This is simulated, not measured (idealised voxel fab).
Process module name: voxel transistor to metal
Cross-section cut: width 165 nm, square cells of 5 nm.
A cross-section in this document is a grid of square cells, and it is written down as bands, the top band listed before the ones below it; a band is made up of one or more rows of cells.
Band: top height; bottom height; in nm. Then, left to right: material with width in nm, for each material. "all across": a single material spanning edge to edge. "empty": empty space.
Heights are expressed relative to 0, this being the level below which the as-received wafer comprises one material exclusively. The lowest band is unbounded in the downward direction and is denoted as in "z 0 and below".
Quick explanation for "30->40": the width changes in equal steps down the rows of cells, from the first number in the band's top row to the second number in its bottom row.
No cell of the cross-section changed in a step that is given as "remained unchanged".
Closed-off voids of 8+ cells (no open route to the top) go in "Voids lacking openings", written width x height at distance from the left edge, in nm.
On a step's line, text after the settings is the simulator commenting on that step.
"overlay nm" answers the question of how far to the right of plan the mask lay on a step that has a mask, and when it is negative the answer is to the left.
# Process steps (planned)
1. RECEIVE, material Si
2. CONFORMAL_DEP, material SiO2, thk nm 5
3. CONFORMAL_DEP, material SiN, thk nm 10
4. PATTERN, tone cover, mask id ACTIVE, material resist, width nm 105, thk nm 20, overlay nm 0
5. DIRECTIONAL_ETCH, etch materials SiN, depth nm 10
6. DIRECTIONAL_ETCH, etch materials SiO2, depth nm 5
7. DIRECTIONAL_ETCH, etch materials Si, depth nm 25
8. STRIP, etch materials resist
9. FILL_DEP, material SiO2, thk nm 10
10. CMP, height nm 15
11. SELECTIVE_ETCH, etch materials SiO2, depth nm 10
12. STRIP, etch materials SiN
13. SELECTIVE_ETCH, etch materials SiO2, depth nm 5
14. OXIDIZE, depth nm 5
15. DIRECTIONAL_DEP, material polySi, thk nm 30
16. DIRECTIONAL_DEP, material SiCN, thk nm 15
17. PATTERN, tone cover, mask id GATE, material resist, width nm 25, thk nm 20, overlay nm 0
18. DIRECTIONAL_ETCH, etch materials SiCN, depth nm 25
19. DIRECTIONAL_ETCH, etch materials polySi, depth nm 40
20. STRIP, etch materials resist
21. CONFORMAL_DEP, material SiN, thk nm 10
22. DIRECTIONAL_ETCH, etch materials SiN, depth nm 10
23. DIRECTIONAL_ETCH, etch materials SiO2, depth nm 5
24. DIRECTIONAL_ETCH, etch materials Si, depth nm 15
25. EPI, material SiGe, thk nm 15
26. FILL_DEP, material SiO2, thk nm 10
27. CMP, height nm 45
28. DIRECTIONAL_DEP, material SiO2, thk nm 15
29. PATTERN, tone open, mask id CONTACT, material resist, width nm 25, pitch nm 60, thk nm 20, overlay nm 0
30. DIRECTIONAL_ETCH, etch materials SiO2, depth nm 65
31. STRIP, etch materials resist
32. CONFORMAL_DEP, material TiN, thk nm 5
33. FILL_DEP, material W, thk nm 5
34. CMP, height nm 60
35. CONFORMAL_DEP, material SiCN, thk nm 5
36. DIRECTIONAL_DEP, material SiO2, thk nm 20
37. MASKED_ETCH, tone open, mask id METAL_1, width nm 15, pitch nm 70, etch materials SiO2, depth nm 20, overlay nm 0
38. MASKED_ETCH, tone open, mask id METAL_1, width nm 15, pitch nm 70, etch materials SiCN, depth nm 5, overlay nm 0
39. CONFORMAL_DEP, material TiN, thk nm 5
40. FILL_DEP, material Cu, thk nm 5
41. CMP, height nm 85
42. CONFORMAL_DEP, material SiN, thk nm 5
# So, the first of our two wafers, run just as we planned it
# The cross-section here shows the wafer as received, i.e. in its state after step 1
  z 0 and below: Si all across
  Voids lacking openings: none
# The following cross-section depicts the wafer upon completion of step 2
  z 5 to 0: SiO2 all across
  Below 0 it's all the same as before, nothing changed down there.
# The following cross-section depicts the wafer upon completion of step 3
  z 15 to 5: SiN all across
  Below 5 it's all the same as before, nothing changed down there.
# The following cross-section depicts the wafer upon completion of step 4
  z 35 to 15: empty: 30 / resist: 105 / empty: 30
  Below 15 it's all the same as before, nothing changed down there.
# The following cross-section depicts the wafer upon completion of step 5
  z 35 to 15: empty: 30 / resist: 105 / empty: 30
  z 15 to 5: empty: 30 / SiN: 105 / empty: 30
  Below 5 it's all the same as before, nothing changed down there.
# The following cross-section depicts the wafer upon completion of step 6
  z 35 to 15: empty: 30 / resist: 105 / empty: 30
  z 15 to 5: empty: 30 / SiN: 105 / empty: 30
  z 5 to 0: empty: 30 / SiO2: 105 / empty: 30
  Below 0 it's all the same as before, nothing changed down there.
# The following cross-section depicts the wafer upon completion of step 7
  z 35 to 15: empty: 30 / resist: 105 / empty: 30
  z 15 to 5: empty: 30 / SiN: 105 / empty: 30
  z 5 to 0: empty: 30 / SiO2: 105 / empty: 30
  z 0 to -25: empty: 30 / Si: 105 / empty: 30
  Below -25 it's all the same as before, nothing changed down there.
# The following cross-section depicts the wafer upon completion of step 8
  z 15 to 5: empty: 30 / SiN: 105 / empty: 30
  Below 5 it's all the same as before, nothing changed down there.
# The following cross-section depicts the wafer upon completion of step 9
  z 25 to 15: SiO2 all across
  z 15 to 5: SiO2: 30 / SiN: 105 / SiO2: 30
  z 5 to 0: SiO2 all across
  z 0 to -25: SiO2: 30 / Si: 105 / SiO2: 30
  Below -25 it's all the same as before, nothing changed down there.
# The following cross-section depicts the wafer upon completion of step 10
  z 15 to 5: SiO2: 30 / SiN: 105 / SiO2: 30
  Below 5 it's all the same as before, nothing changed down there.
# The following cross-section depicts the wafer upon completion of step 11
  z 15 to 5: empty: 30 / SiN: 105 / empty: 30
  Below 5 it's all the same as before, nothing changed down there.
# The following cross-section depicts the wafer upon completion of step 12
  z 5 to 0: SiO2 all across
  Below 0 it's all the same as before, nothing changed down there.
# The following cross-section depicts the wafer upon completion of step 13
  z 0 to -25: SiO2: 30 / Si: 105 / SiO2: 30
  Below -25 it's all the same as before, nothing changed down there.
# The following cross-section depicts the wafer upon completion of step 14
  z 0 to -5: SiO2 all across
  Below -5 it's all the same as before, nothing changed down there.
# The following cross-section depicts the wafer upon completion of step 15
  z 30 to 0: polySi all across
  Below 0 it's all the same as before, nothing changed down there.
# The following cross-section depicts the wafer upon completion of step 16
  z 45 to 30: SiCN all across
  Below 30 it's all the same as before, nothing changed down there.
# The following cross-section depicts the wafer upon completion of step 17
  z 65 to 45: empty: 70 / resist: 25 / empty: 70
  Below 45 it's all the same as before, nothing changed down there.
# The following cross-section depicts the wafer upon completion of step 18
  z 65 to 45: empty: 70 / resist: 25 / empty: 70
  z 45 to 30: empty: 70 / SiCN: 25 / empty: 70
  Below 30 it's all the same as before, nothing changed down there.
# The following cross-section depicts the wafer upon completion of step 19
  z 65 to 45: empty: 70 / resist: 25 / empty: 70
  z 45 to 30: empty: 70 / SiCN: 25 / empty: 70
  z 30 to 0: empty: 70 / polySi: 25 / empty: 70
  Below 0 it's all the same as before, nothing changed down there.
# The following cross-section depicts the wafer upon completion of step 20
  z 45 to 30: empty: 70 / SiCN: 25 / empty: 70
  Below 30 it's all the same as before, nothing changed down there.
# The following cross-section depicts the wafer upon completion of step 21
  z 55 to 45: empty: 60 / SiN: 45 / empty: 60
  z 45 to 30: empty: 60 / SiN: 10 / SiCN: 25 / SiN: 10 / empty: 60
  z 30 to 10: empty: 60 / SiN: 10 / polySi: 25 / SiN: 10 / empty: 60
  z 10 to 0: SiN: 70 / polySi: 25 / SiN: 70
  Below 0 it's all the same as before, nothing changed down there.
# The following cross-section depicts the wafer upon completion of step 22
  z 45 to 30: empty: 60 / SiN: 10 / SiCN: 25 / SiN: 10 / empty: 60
  z 30 to 0: empty: 60 / SiN: 10 / polySi: 25 / SiN: 10 / empty: 60
  Below 0 it's all the same as before, nothing changed down there.
# The following cross-section depicts the wafer upon completion of step 23
  z 45 to 30: empty: 60 / SiN: 10 / SiCN: 25 / SiN: 10 / empty: 60
  z 30 to 0: empty: 60 / SiN: 10 / polySi: 25 / SiN: 10 / empty: 60
  z 0 to -5: empty: 60 / SiO2: 45 / empty: 60
  Below -5 it's all the same as before, nothing changed down there.
# The following cross-section depicts the wafer upon completion of step 24
  z 45 to 30: empty: 60 / SiN: 10 / SiCN: 25 / SiN: 10 / empty: 60
  z 30 to 0: empty: 60 / SiN: 10 / polySi: 25 / SiN: 10 / empty: 60
  z 0 to -5: empty: 60 / SiO2: 45 / empty: 60
  z -5 to -20: SiO2: 30 / empty: 30 / Si: 45 / empty: 30 / SiO2: 30
  Below -20 it's all the same as before, nothing changed down there.
# The following cross-section depicts the wafer upon completion of step 25
  z 45 to 30: empty: 60 / SiN: 10 / SiCN: 25 / SiN: 10 / empty: 60
  z 30 to 10: empty: 60 / SiN: 10 / polySi: 25 / SiN: 10 / empty: 60
  z 10 to 0: empty: 45 / SiGe: 15 / SiN: 10 / polySi: 25 / SiN: 10 / SiGe: 15 / empty: 45
  z 0 to -5: empty: 45 / SiGe: 15 / SiO2: 45 / SiGe: 15 / empty: 45
  z -5 to -20: SiO2: 30 / SiGe: 30 / Si: 45 / SiGe: 30 / SiO2: 30
  Below -20 it's all the same as before, nothing changed down there.
# The following cross-section depicts the wafer upon completion of step 26
  z 55 to 45: SiO2 all across
  z 45 to 30: SiO2: 60 / SiN: 10 / SiCN: 25 / SiN: 10 / SiO2: 60
  z 30 to 10: SiO2: 60 / SiN: 10 / polySi: 25 / SiN: 10 / SiO2: 60
  z 10 to 0: SiO2: 45 / SiGe: 15 / SiN: 10 / polySi: 25 / SiN: 10 / SiGe: 15 / SiO2: 45
  z 0 to -5: SiO2: 45 / SiGe: 15 / SiO2: 45 / SiGe: 15 / SiO2: 45
  Below -5 it's all the same as before, nothing changed down there.
# The following cross-section depicts the wafer upon completion of step 27
  z 45 to 30: SiO2: 60 / SiN: 10 / SiCN: 25 / SiN: 10 / SiO2: 60
  Below 30 it's all the same as before, nothing changed down there.
# The following cross-section depicts the wafer upon completion of step 28
  z 60 to 45: SiO2 all across
  Below 45 it's all the same as before, nothing changed down there.
# The following cross-section depicts the wafer upon completion of step 29
  z 80 to 60: resist: 40 / empty: 25 / resist: 35 / empty: 25 / resist: 40
  Below 60 it's all the same as before, nothing changed down there.
# The following cross-section depicts the wafer upon completion of step 30
  z 80 to 60: resist: 40 / empty: 25 / resist: 35 / empty: 25 / resist: 40
  z 60 to 45: SiO2: 40 / empty: 25 / SiO2: 35 / empty: 25 / SiO2: 40
  z 45 to 30: SiO2: 40 / empty: 20 / SiN: 10 / SiCN: 25 / SiN: 10 / empty: 20 / SiO2: 40
  z 30 to 10: SiO2: 40 / empty: 20 / SiN: 10 / polySi: 25 / SiN: 10 / empty: 20 / SiO2: 40
  z 10 to 0: SiO2: 40 / empty: 5 / SiGe: 15 / SiN: 10 / polySi: 25 / SiN: 10 / SiGe: 15 / empty: 5 / SiO2: 40
  z 0 to -5: SiO2: 40 / empty: 5 / SiGe: 15 / SiO2: 45 / SiGe: 15 / empty: 5 / SiO2: 40
  Below -5 it's all the same as before, nothing changed down there.
# The following cross-section depicts the wafer upon completion of step 31
  z 60 to 45: SiO2: 40 / empty: 25 / SiO2: 35 / empty: 25 / SiO2: 40
  Below 45 it's all the same as before, nothing changed down there.
# The following cross-section depicts the wafer upon completion of step 32
  z 65 to 60: TiN: 45 / empty: 15 / TiN: 45 / empty: 15 / TiN: 45
  z 60 to 50: SiO2: 40 / TiN: 5 / empty: 15 / TiN: 5 / SiO2: 35 / TiN: 5 / empty: 15 / TiN: 5 / SiO2: 40
  z 50 to 45: SiO2: 40 / TiN: 5 / empty: 10 / TiN: 10 / SiO2: 35 / TiN: 10 / empty: 10 / TiN: 5 / SiO2: 40
  z 45 to 30: SiO2: 40 / TiN: 5 / empty: 10 / TiN: 5 / SiN: 10 / SiCN: 25 / SiN: 10 / TiN: 5 / empty: 10 / TiN: 5 / SiO2: 40
  z 30 to 15: SiO2: 40 / TiN: 5 / empty: 10 / TiN: 5 / SiN: 10 / polySi: 25 / SiN: 10 / TiN: 5 / empty: 10 / TiN: 5 / SiO2: 40
  z 15 to 10: SiO2: 40 / TiN: 20 / SiN: 10 / polySi: 25 / SiN: 10 / TiN: 20 / SiO2: 40
  z 10 to 0: SiO2: 40 / TiN: 5 / SiGe: 15 / SiN: 10 / polySi: 25 / SiN: 10 / SiGe: 15 / TiN: 5 / SiO2: 40
  z 0 to -5: SiO2: 40 / TiN: 5 / SiGe: 15 / SiO2: 45 / SiGe: 15 / TiN: 5 / SiO2: 40
  Below -5 it's all the same as before, nothing changed down there.
# The following cross-section depicts the wafer upon completion of step 33
  z 70 to 65: W all across
  z 65 to 60: TiN: 45 / W: 15 / TiN: 45 / W: 15 / TiN: 45
  z 60 to 50: SiO2: 40 / TiN: 5 / W: 15 / TiN: 5 / SiO2: 35 / TiN: 5 / W: 15 / TiN: 5 / SiO2: 40
  z 50 to 45: SiO2: 40 / TiN: 5 / W: 10 / TiN: 10 / SiO2: 35 / TiN: 10 / W: 10 / TiN: 5 / SiO2: 40
  z 45 to 30: SiO2: 40 / TiN: 5 / W: 10 / TiN: 5 / SiN: 10 / SiCN: 25 / SiN: 10 / TiN: 5 / W: 10 / TiN: 5 / SiO2: 40
  z 30 to 15: SiO2: 40 / TiN: 5 / W: 10 / TiN: 5 / SiN: 10 / polySi: 25 / SiN: 10 / TiN: 5 / W: 10 / TiN: 5 / SiO2: 40
  Below 15 it's all the same as before, nothing changed down there.
# The following cross-section depicts the wafer upon completion of step 34
  z 60 to 50: SiO2: 40 / TiN: 5 / W: 15 / TiN: 5 / SiO2: 35 / TiN: 5 / W: 15 / TiN: 5 / SiO2: 40
  Below 50 it's all the same as before, nothing changed down there.
# The following cross-section depicts the wafer upon completion of step 35
  z 65 to 60: SiCN all across
  Below 60 it's all the same as before, nothing changed down there.
# The following cross-section depicts the wafer upon completion of step 36
  z 85 to 65: SiO2 all across
  Below 65 it's all the same as before, nothing changed down there.
# The following cross-section depicts the wafer upon completion of step 37
  z 85 to 65: SiO2: 40 / empty: 15 / SiO2: 55 / empty: 15 / SiO2: 40
  Below 65 it's all the same as before, nothing changed down there.
# The following cross-section depicts the wafer upon completion of step 38
  z 85 to 65: SiO2: 40 / empty: 15 / SiO2: 55 / empty: 15 / SiO2: 40
  z 65 to 60: SiCN: 40 / empty: 15 / SiCN: 55 / empty: 15 / SiCN: 40
  Below 60 it's all the same as before, nothing changed down there.
# The following cross-section depicts the wafer upon completion of step 39
  z 90 to 85: TiN: 45 / empty: 5 / TiN: 65 / empty: 5 / TiN: 45
  z 85 to 65: SiO2: 40 / TiN: 5 / empty: 5 / TiN: 5 / SiO2: 55 / TiN: 5 / empty: 5 / TiN: 5 / SiO2: 40
  z 65 to 60: SiCN: 40 / TiN: 15 / SiCN: 55 / TiN: 15 / SiCN: 40
  Below 60 it's all the same as before, nothing changed down there.
# The following cross-section depicts the wafer upon completion of step 40
  z 95 to 90: Cu all across
  z 90 to 85: TiN: 45 / Cu: 5 / TiN: 65 / Cu: 5 / TiN: 45
  z 85 to 65: SiO2: 40 / TiN: 5 / Cu: 5 / TiN: 5 / SiO2: 55 / TiN: 5 / Cu: 5 / TiN: 5 / SiO2: 40
  Below 65 it's all the same as before, nothing changed down there.
# The following cross-section depicts the wafer upon completion of step 41
  z 85 to 65: SiO2: 40 / TiN: 5 / Cu: 5 / TiN: 5 / SiO2: 55 / TiN: 5 / Cu: 5 / TiN: 5 / SiO2: 40
  Below 65 it's all the same as before, nothing changed down there.
# The following cross-section depicts the wafer upon completion of step 42
  z 90 to 85: SiN all across
  Below 85 it's all the same as before, nothing changed down there.
# Second wafer: same start and same plan as the first, one execution error; identical to the first through step 3
# Second wafer: cross-section at the scheduled end of step 4
  z 35 to 15: resist: 30 / empty: 105 / resist: 30
  Below 15 it's all the same as before, nothing changed down there.
# Second wafer: cross-section at the scheduled end of step 5
  z 35 to 15: resist: 30 / empty: 105 / resist: 30
  z 15 to 5: SiN: 30 / empty: 105 / SiN: 30
  Below 5 it's all the same as before, nothing changed down there.
# Second wafer: cross-section at the scheduled end of step 6
  z 35 to 15: resist: 30 / empty: 105 / resist: 30
  z 15 to 5: SiN: 30 / empty: 105 / SiN: 30
  z 5 to 0: SiO2: 30 / empty: 105 / SiO2: 30
  Below 0 it's all the same as before, nothing changed down there.
# Second wafer: cross-section at the scheduled end of step 7
  z 35 to 15: resist: 30 / empty: 105 / resist: 30
  z 15 to 5: SiN: 30 / empty: 105 / SiN: 30
  z 5 to 0: SiO2: 30 / empty: 105 / SiO2: 30
  z 0 to -25: Si: 30 / empty: 105 / Si: 30
  Below -25 it's all the same as before, nothing changed down there.
# Second wafer: cross-section at the scheduled end of step 8
  z 15 to 5: SiN: 30 / empty: 105 / SiN: 30
  Below 5 it's all the same as before, nothing changed down there.
# Second wafer: cross-section at the scheduled end of step 9
  z 25 to 15: SiO2 all across
  z 15 to 5: SiN: 30 / SiO2: 105 / SiN: 30
  z 5 to 0: SiO2 all across
  z 0 to -25: Si: 30 / SiO2: 105 / Si: 30
  Below -25 it's all the same as before, nothing changed down there.
# Second wafer: cross-section at the scheduled end of step 10
  z 15 to 5: SiN: 30 / SiO2: 105 / SiN: 30
  Below 5 it's all the same as before, nothing changed down there.
# Second wafer: cross-section at the scheduled end of step 11
  z 15 to 5: SiN: 30 / empty: 105 / SiN: 30
  Below 5 it's all the same as before, nothing changed down there.
# Second wafer: cross-section at the scheduled end of step 12
  z 5 to 0: SiO2 all across
  Below 0 it's all the same as before, nothing changed down there.
# Second wafer: cross-section at the scheduled end of step 13
  z 0 to -25: Si: 30 / SiO2: 105 / Si: 30
  Below -25 it's all the same as before, nothing changed down there.
# Second wafer: cross-section at the scheduled end of step 14
  z 0 to -5: SiO2 all across
  Below -5 it's all the same as before, nothing changed down there.
# Second wafer: cross-section at the scheduled end of step 15
  z 30 to 0: polySi all across
  Below 0 it's all the same as before, nothing changed down there.
# Second wafer: cross-section at the scheduled end of step 16
  z 45 to 30: SiCN all across
  Below 30 it's all the same as before, nothing changed down there.
# Second wafer: cross-section at the scheduled end of step 17
  z 65 to 45: empty: 70 / resist: 25 / empty: 70
  Below 45 it's all the same as before, nothing changed down there.
# Second wafer: cross-section at the scheduled end of step 18
  z 65 to 45: empty: 70 / resist: 25 / empty: 70
  z 45 to 30: empty: 70 / SiCN: 25 / empty: 70
  Below 30 it's all the same as before, nothing changed down there.
# Second wafer: cross-section at the scheduled end of step 19
  z 65 to 45: empty: 70 / resist: 25 / empty: 70
  z 45 to 30: empty: 70 / SiCN: 25 / empty: 70
  z 30 to 0: empty: 70 / polySi: 25 / empty: 70
  Below 0 it's all the same as before, nothing changed down there.
# Second wafer: cross-section at the scheduled end of step 20
  z 45 to 30: empty: 70 / SiCN: 25 / empty: 70
  Below 30 it's all the same as before, nothing changed down there.
# Second wafer: cross-section at the scheduled end of step 21
  z 55 to 45: empty: 60 / SiN: 45 / empty: 60
  z 45 to 30: empty: 60 / SiN: 10 / SiCN: 25 / SiN: 10 / empty: 60
  z 30 to 10: empty: 60 / SiN: 10 / polySi: 25 / SiN: 10 / empty: 60
  z 10 to 0: SiN: 70 / polySi: 25 / SiN: 70
  Below 0 it's all the same as before, nothing changed down there.
# Second wafer: cross-section at the scheduled end of step 22
  z 45 to 30: empty: 60 / SiN: 10 / SiCN: 25 / SiN: 10 / empty: 60
  z 30 to 0: empty: 60 / SiN: 10 / polySi: 25 / SiN: 10 / empty: 60
  Below 0 it's all the same as before, nothing changed down there.
# Second wafer: cross-section at the scheduled end of step 23
  z 45 to 30: empty: 60 / SiN: 10 / SiCN: 25 / SiN: 10 / empty: 60
  z 30 to 0: empty: 60 / SiN: 10 / polySi: 25 / SiN: 10 / empty: 60
  z 0 to -5: empty: 60 / SiO2: 45 / empty: 60
  Below -5 it's all the same as before, nothing changed down there.
# Second wafer: cross-section at the scheduled end of step 24
  z 45 to 30: empty: 60 / SiN: 10 / SiCN: 25 / SiN: 10 / empty: 60
  z 30 to 0: empty: 60 / SiN: 10 / polySi: 25 / SiN: 10 / empty: 60
  z 0 to -5: empty: 60 / SiO2: 45 / empty: 60
  z -5 to -20: empty: 30 / SiO2: 105 / empty: 30
  Below -20 it's all the same as before, nothing changed down there.
# Second wafer: cross-section at the scheduled end of step 25
  z 45 to 30: empty: 60 / SiN: 10 / SiCN: 25 / SiN: 10 / empty: 60
  z 30 to 0: empty: 60 / SiN: 10 / polySi: 25 / SiN: 10 / empty: 60
  z 0 to -5: empty: 60 / SiO2: 45 / empty: 60
  z -5 to -20: SiGe: 30 / SiO2: 105 / SiGe: 30
  Below -20 it's all the same as before, nothing changed down there.
# Second wafer: cross-section at the scheduled end of step 26
  z 55 to 45: SiO2 all across
  z 45 to 30: SiO2: 60 / SiN: 10 / SiCN: 25 / SiN: 10 / SiO2: 60
  z 30 to 0: SiO2: 60 / SiN: 10 / polySi: 25 / SiN: 10 / SiO2: 60
  z 0 to -5: SiO2 all across
  Below -5 it's all the same as before, nothing changed down there.
# Second wafer: cross-section at the scheduled end of step 27
  z 45 to 30: SiO2: 60 / SiN: 10 / SiCN: 25 / SiN: 10 / SiO2: 60
  Below 30 it's all the same as before, nothing changed down there.
# Second wafer: cross-section at the scheduled end of step 28
  z 60 to 45: SiO2 all across
  Below 45 it's all the same as before, nothing changed down there.
# Second wafer: cross-section at the scheduled end of step 29
  z 80 to 60: resist: 40 / empty: 25 / resist: 35 / empty: 25 / resist: 40
  Below 60 it's all the same as before, nothing changed down there.
# Second wafer: cross-section at the scheduled end of step 30
  z 80 to 60: resist: 40 / empty: 25 / resist: 35 / empty: 25 / resist: 40
  z 60 to 45: SiO2: 40 / empty: 25 / SiO2: 35 / empty: 25 / SiO2: 40
  z 45 to 30: SiO2: 40 / empty: 20 / SiN: 10 / SiCN: 25 / SiN: 10 / empty: 20 / SiO2: 40
  z 30 to 0: SiO2: 40 / empty: 20 / SiN: 10 / polySi: 25 / SiN: 10 / empty: 20 / SiO2: 40
  z 0 to -5: SiO2: 40 / empty: 20 / SiO2: 45 / empty: 20 / SiO2: 40
  Below -5 it's all the same as before, nothing changed down there.
# Second wafer: cross-section at the scheduled end of step 31
  z 60 to 45: SiO2: 40 / empty: 25 / SiO2: 35 / empty: 25 / SiO2: 40
  Below 45 it's all the same as before, nothing changed down there.
# Second wafer: cross-section at the scheduled end of step 32
  z 65 to 60: TiN: 45 / empty: 15 / TiN: 45 / empty: 15 / TiN: 45
  z 60 to 50: SiO2: 40 / TiN: 5 / empty: 15 / TiN: 5 / SiO2: 35 / TiN: 5 / empty: 15 / TiN: 5 / SiO2: 40
  z 50 to 45: SiO2: 40 / TiN: 5 / empty: 10 / TiN: 10 / SiO2: 35 / TiN: 10 / empty: 10 / TiN: 5 / SiO2: 40
  z 45 to 30: SiO2: 40 / TiN: 5 / empty: 10 / TiN: 5 / SiN: 10 / SiCN: 25 / SiN: 10 / TiN: 5 / empty: 10 / TiN: 5 / SiO2: 40
  z 30 to 0: SiO2: 40 / TiN: 5 / empty: 10 / TiN: 5 / SiN: 10 / polySi: 25 / SiN: 10 / TiN: 5 / empty: 10 / TiN: 5 / SiO2: 40
  z 0 to -5: SiO2: 40 / TiN: 20 / SiO2: 45 / TiN: 20 / SiO2: 40
  Below -5 it's all the same as before, nothing changed down there.
# Second wafer: cross-section at the scheduled end of step 33
  z 70 to 65: W all across
  z 65 to 60: TiN: 45 / W: 15 / TiN: 45 / W: 15 / TiN: 45
  z 60 to 50: SiO2: 40 / TiN: 5 / W: 15 / TiN: 5 / SiO2: 35 / TiN: 5 / W: 15 / TiN: 5 / SiO2: 40
  z 50 to 45: SiO2: 40 / TiN: 5 / W: 10 / TiN: 10 / SiO2: 35 / TiN: 10 / W: 10 / TiN: 5 / SiO2: 40
  z 45 to 30: SiO2: 40 / TiN: 5 / W: 10 / TiN: 5 / SiN: 10 / SiCN: 25 / SiN: 10 / TiN: 5 / W: 10 / TiN: 5 / SiO2: 40
  z 30 to 0: SiO2: 40 / TiN: 5 / W: 10 / TiN: 5 / SiN: 10 / polySi: 25 / SiN: 10 / TiN: 5 / W: 10 / TiN: 5 / SiO2: 40
  Below 0 it's all the same as before, nothing changed down there.
# Second wafer: cross-section at the scheduled end of step 34
  z 60 to 50: SiO2: 40 / TiN: 5 / W: 15 / TiN: 5 / SiO2: 35 / TiN: 5 / W: 15 / TiN: 5 / SiO2: 40
  Below 50 it's all the same as before, nothing changed down there.
# Second wafer: cross-section at the scheduled end of step 35
  z 65 to 60: SiCN all across
  Below 60 it's all the same as before, nothing changed down there.
# Second wafer: cross-section at the scheduled end of step 36
  z 85 to 65: SiO2 all across
  Below 65 it's all the same as before, nothing changed down there.
# Second wafer: cross-section at the scheduled end of step 37
  z 85 to 65: SiO2: 40 / empty: 15 / SiO2: 55 / empty: 15 / SiO2: 40
  Below 65 it's all the same as before, nothing changed down there.
# Second wafer: cross-section at the scheduled end of step 38
  z 85 to 65: SiO2: 40 / empty: 15 / SiO2: 55 / empty: 15 / SiO2: 40
  z 65 to 60: SiCN: 40 / empty: 15 / SiCN: 55 / empty: 15 / SiCN: 40
  Below 60 it's all the same as before, nothing changed down there.
# Second wafer: cross-section at the scheduled end of step 39
  z 90 to 85: TiN: 45 / empty: 5 / TiN: 65 / empty: 5 / TiN: 45
  z 85 to 65: SiO2: 40 / TiN: 5 / empty: 5 / TiN: 5 / SiO2: 55 / TiN: 5 / empty: 5 / TiN: 5 / SiO2: 40
  z 65 to 60: SiCN: 40 / TiN: 15 / SiCN: 55 / TiN: 15 / SiCN: 40
  Below 60 it's all the same as before, nothing changed down there.
# Second wafer: cross-section at the scheduled end of step 40
  z 95 to 90: Cu all across
  z 90 to 85: TiN: 45 / Cu: 5 / TiN: 65 / Cu: 5 / TiN: 45
  z 85 to 65: SiO2: 40 / TiN: 5 / Cu: 5 / TiN: 5 / SiO2: 55 / TiN: 5 / Cu: 5 / TiN: 5 / SiO2: 40
  Below 65 it's all the same as before, nothing changed down there.
# Second wafer: cross-section at the scheduled end of step 41
  z 85 to 65: SiO2: 40 / TiN: 5 / Cu: 5 / TiN: 5 / SiO2: 55 / TiN: 5 / Cu: 5 / TiN: 5 / SiO2: 40
  Below 65 it's all the same as before, nothing changed down there.
# Second wafer: cross-section at the scheduled end of step 42
  z 90 to 85: SiN all across
  Below 85 it's all the same as before, nothing changed down there.
Diagnosis: step 4 did not happen as planned, as run it was PATTERN, tone open, mask id ACTIVE, material resist, width nm 105, thk nm 20, overlay nm 0
Counted in cells at the end, the second wafer holds more or fewer of these materials than the first: -36 Si, -18 SiGe, +36 SiO2, +6 TiN, +12 W
